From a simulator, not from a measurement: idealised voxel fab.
Process module heading - voxel self aligned contacts
Xsec cut, 170 nm wide, square cell size 5 nm.
A cross-section is written here as square cells arranged in a grid, and it is given in bands from the top down, each band taking up one or more rows of cells.
It is stipulated that each band's entry specify, in nanometres, the height of the top of the band and then that of its bottom, followed by the materials of the band in left-to-right sequence, each together with its width in nanometres. A single material marked by the word "full width" is understood to fill the band from edge to edge; the word "air" is understood to denote empty space.
Heights from 0 (as-received wafer is one material below). Bottom band endless downward, as "from 0 down".
Read "30 to 40" as a graded width: first number on top, second number at the bottom, same change between each pair of neighbouring rows.
Step note "nothing was modified" = no cross-section cell changed.
Entry "Tabulated closed voids" = empty spaces >= 8 cells with no open way to the top; each as width x height at distance, distance from left edge, all nm.
What comes after the settings on a step's line is commentary from the simulator itself on that step.
On any step carrying a mask, the "overlay nm" setting, if present on the step's line, tells how far right of its planned place the mask lay; negative values point to the left.
Here's what the planned process steps look like:
1,RECEIVE with material Si
2,CONFORMAL_DEP with material SiO2, thk nm 5
3,DIRECTIONAL_DEP with material polySi, thk nm 30
4,DIRECTIONAL_DEP with material SiN, thk nm 15
5,DIRECTIONAL_DEP with material aC, thk nm 10
6,PATTERN with tone cover, mask id GATE, material resist, width nm 25, pitch nm 55, thk nm 30, overlay nm 0
7,DIRECTIONAL_ETCH with etch materials aC, depth nm 10
8,STRIP with etch materials resist
9,DIRECTIONAL_ETCH with etch materials SiN, depth nm 15
10,DIRECTIONAL_ETCH with etch materials polySi, depth nm 30
11,STRIP with etch materials aC
12,CONFORMAL_DEP with material SiN, thk nm 5
13,DIRECTIONAL_ETCH with etch materials SiN, depth nm 5
14,FILL_DEP with material SiO2, thk nm 20
15,CMP with height nm 60
16,MASKED_ETCH with tone open, mask id CONTACT, width nm 40, pitch nm 55, etch materials SiO2, depth nm 60, overlay nm 0
17,CONFORMAL_DEP with material TiN, thk nm 5
18,FILL_DEP with material W, thk nm 10
19,CMP with height nm 60
20,CONFORMAL_DEP with material SiCN, thk nm 5
as received, after step 1:
	from 0 down = Si full width
	Tabulated closed voids: none
This is how the wafer looks in cross-section once the module is done, given the starting state and plan above and one mistake in carrying the plan out:
	from 65 to 60 = SiCN full width
	from 60 to 50 = SiO2: 35; TiN: 5 to 15; W: 30 to 10; TiN: 5 to 15; SiO2: 15; TiN: 5 to 15; W: 30 to 10; TiN: 5 to 15; SiO2: 40
	from 50 to 35 = SiO2: 10; SiN: 35; TiN: 5; W: 10; TiN: 5; SiN: 35; TiN: 5; W: 10; TiN: 5; SiN: 35; SiO2: 15
	from 35 to 30 = SiO2: 45; TiN: 20; SiO2: 35; TiN: 20; SiO2: 50
	from 30 to 0 = polySi full width
	from 0 down = Si full width
	Tabulated closed voids: none
So what did we get wrong on this run? plan vs actual: 2 and 3 interchanged
